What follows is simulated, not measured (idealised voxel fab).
process module | voxel self aligned vias
cross-section cut | 210 nm wide | cells 5 nm
A cross-section is a grid of square cells, given in bands from the top down. A band is one or more rows of cells.
Each band's line starts with the height of the band's top and of its bottom, in nm. Then come its materials from left to right, each with its width in nm. One material with "throughout" fills the band from edge to edge. "air" is empty space.
Height 0 is the level under which the wafer as received is all one material. The lowest band goes on downwards, as in "0 down".
A width such as "30 to 40" changes by the same amount from each row of cells to the next, from the band's top row to its bottom row.
"no change" after a step means that no cell of the cross-section changed.
closed voids: empty space of 8 cells or more with no open way to the top, each as width x height at its distance from the left edge, in nm
after a step's settings: what the simulator itself notes on the step
overlay nm, on a step with a mask: how far to the right of its planned place the mask lay; to the left if negative
plan
1 op RECEIVE | material Si
2 op CONFORMAL_DEP | material SiO2 | thk nm 15
3 op CONFORMAL_DEP | material SiCN | thk nm 5
4 op DIRECTIONAL_DEP | material SiO2 | thk nm 25
5 op PATTERN | tone open | mask id LINES | material resist | width nm 20 | pitch nm 60 | thk nm 15 | overlay nm 0
6 op DIRECTIONAL_ETCH | etch materials SiO2 | depth nm 25
7 op STRIP | etch materials resist
8 op CONFORMAL_DEP | material TiN | thk nm 5
9 op FILL_DEP | material Ru | thk nm 5
10 op CMP | height nm 45
11 op SELECTIVE_ETCH | etch materials W Ru TiN | depth nm 10
12 op FILL_DEP | material SiN | thk nm 5
13 op CMP | height nm 45
14 op DIRECTIONAL_DEP | material SiO2 | thk nm 20
15 op DIRECTIONAL_DEP | material aC | thk nm 10
16 op PATTERN | tone open | mask id VIAS | material resist | width nm 30 | thk nm 30 | overlay nm 0
17 op DIRECTIONAL_ETCH | etch materials aC | depth nm 10
18 op STRIP | etch materials resist
19 op DIRECTIONAL_ETCH | etch materials SiO2 | depth nm 10
20 op DIRECTIONAL_ETCH | etch materials SiN | depth nm 10
21 op STRIP | etch materials aC
22 op CONFORMAL_DEP | material TiN | thk nm 5
23 op FILL_DEP | material Cu | thk nm 5
24 op CMP | height nm 65
25 op CONFORMAL_DEP | material SiCN | thk nm 5
varied across the wafers: depth nm of step 19. The plan shows the first wafer's value. All wafers start alike
first wafer as received, after step 1
  0 down: Si throughout
  closed voids: none
each wafer at the end: cells of each material gained (+) or lost (-) since it was received, then its closed voids
depth nm 10 | +4 Cu | +8 Ru | +84 SiCN | +16 SiN | +452 SiO2 | +24 TiN | closed voids: none
depth nm 15 | +8 Cu | +8 Ru | +84 SiCN | +16 SiN | +446 SiO2 | +26 TiN | closed voids: none
depth nm 20 | +16 Cu | +8 Ru | +84 SiCN | +8 SiN | +440 SiO2 | +32 TiN | closed voids: none
depth nm 25 | +18 Cu | +8 Ru | +84 SiCN | +8 SiN | +438 SiO2 | +32 TiN | closed voids: none
depth nm 30 | +20 Cu | +8 Ru | +84 SiCN | +8 SiN | +436 SiO2 | +32 TiN | closed voids: none
depth nm 35 | +20 Cu | +8 Ru | +84 SiCN | +8 SiN | +434 SiO2 | +34 TiN | closed voids: none
